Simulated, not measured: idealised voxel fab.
The name of this process module is voxel wiring stack.
Xsec cut, 180 nm wide, square cell size 5 nm.
This document writes a cross-section as a grid whose cells are square, and gives it as bands, listed from the top down; one or more rows of cells form a band. Heights first: top, then bottom, in nm. Then materials, left to right, each with a width in nm. "throughout" on a single material: fills the band edge to edge. "air": empty space. Ref level 0: as-received wafer is one material below here. Bottom band extends down with no lower bound ("0 and below"). Per-row width for "30..40": begins at first number (top row of band), ends at second number (bottom row), increment between rows held constant. "all unchanged", as given for a step, is the statement that not any cell of the cross-section underwent a change during that step. Enclosed voids (no open way to top), threshold 8 cells or more, entry "Encapsulated voids", notation width x height at distance, distance from left edge, nm. If you see something after the settings on a step's line, that's the simulator's own remark about that step. A step's line can hold "overlay nm"; with a mask on that step, the setting says how far right of the planned place the mask lay, while a negative setting says it lay to the left.

Planned process steps:
1: RECEIVE [material Si]
2: CONFORMAL_DEP [material SiO2] [thk nm 15]
3: DIRECTIONAL_DEP [material TiN] [thk nm 5]
4: DIRECTIONAL_DEP [material W] [thk nm 20]
5: DIRECTIONAL_DEP [material aC] [thk nm 10]
6: PATTERN [tone cover] [mask id METAL_1] [material resist] [width nm 30] [pitch nm 60] [thk nm 25] [overlay nm 0]
7: DIRECTIONAL_ETCH [etch materials aC] [depth nm 10]
8: STRIP [etch materials resist]
9: DIRECTIONAL_ETCH [etch materials W] [depth nm 20]
10: DIRECTIONAL_ETCH [etch materials TiN] [depth nm 5]
11: STRIP [etch materials aC]
12: FILL_DEP [material lowk] [thk nm 5]
13: CMP [height nm 40]
14: CONFORMAL_DEP [material SiCN] [thk nm 5]
15: DIRECTIONAL_DEP [material SiO2] [thk nm 20]
16: DIRECTIONAL_DEP [material aC] [thk nm 15]
17: PATTERN [tone open] [mask id PLUG_1] [material resist] [width nm 15] [pitch nm 60] [thk nm 35] [overlay nm 0]
18: DIRECTIONAL_ETCH [etch materials aC] [depth nm 15]
19: STRIP [etch materials resist]
20: DIRECTIONAL_ETCH [etch materials SiO2] [depth nm 20]
21: DIRECTIONAL_ETCH [etch materials SiCN] [depth nm 5]
22: STRIP [etch materials aC]
23: EPI [material Ru] [thk nm 10]
24: EPI [material Ru] [thk nm 10]
25: EPI [material Ru] [thk nm 5]
26: DIRECTIONAL_DEP [material TiN] [thk nm 5]
27: DIRECTIONAL_DEP [material Ru] [thk nm 15]
28: MASKED_ETCH [tone cover] [mask id METAL_2] [width nm 30] [pitch nm 60] [etch materials Ru] [depth nm 15] [overlay nm 0]
29: MASKED_ETCH [tone cover] [mask id METAL_2] [width nm 30] [pitch nm 60] [etch materials TiN] [depth nm 5] [overlay nm 0]
30: CONFORMAL_DEP [material SiCN] [thk nm 5]
31: FILL_DEP [material lowk] [thk nm 5]
32: CMP [height nm 85]
33: CONFORMAL_DEP [material SiCN] [thk nm 5]

Wafer as received: cross-section following step 1:
0 and below = Si throughout
Encapsulated voids: none

Final wafer profile in cross-section after the module, from the same start and plan as above, with one mistake made during processing:
90 down to 85 = SiCN throughout
85 down to 70 = lowk=10 / SiCN=5 / Ru=30 / SiCN=5 / lowk=20 / SiCN=5 / Ru=30 / SiCN=5 / lowk=20 / SiCN=5 / Ru=30 / SiCN=5 / lowk=10
70 down to 65 = SiCN=15 / TiN=30 / SiCN=30 / TiN=30 / SiCN=30 / TiN=30 / SiCN=15
65 down to 45 = SiO2=20 / Ru=15 / SiO2=45 / Ru=15 / SiO2=45 / Ru=15 / SiO2=25
45 down to 40 = SiCN=20 / Ru=15 / SiCN=45 / Ru=15 / SiCN=45 / Ru=15 / SiCN=25
40 down to 20 = lowk=15 / W=30 / lowk=30 / W=30 / lowk=30 / W=30 / lowk=15
20 down to 15 = lowk=15 / TiN=30 / lowk=30 / TiN=30 / lowk=30 / TiN=30 / lowk=15
15 down to 0 = SiO2 throughout
0 and below = Si throughout
Encapsulated voids: none
Run error: not per plan at step 17, really ran PATTERN [tone open] [mask id PLUG_1] [material resist] [width nm 15] [pitch nm 60] [thk nm 35] [overlay nm 5]
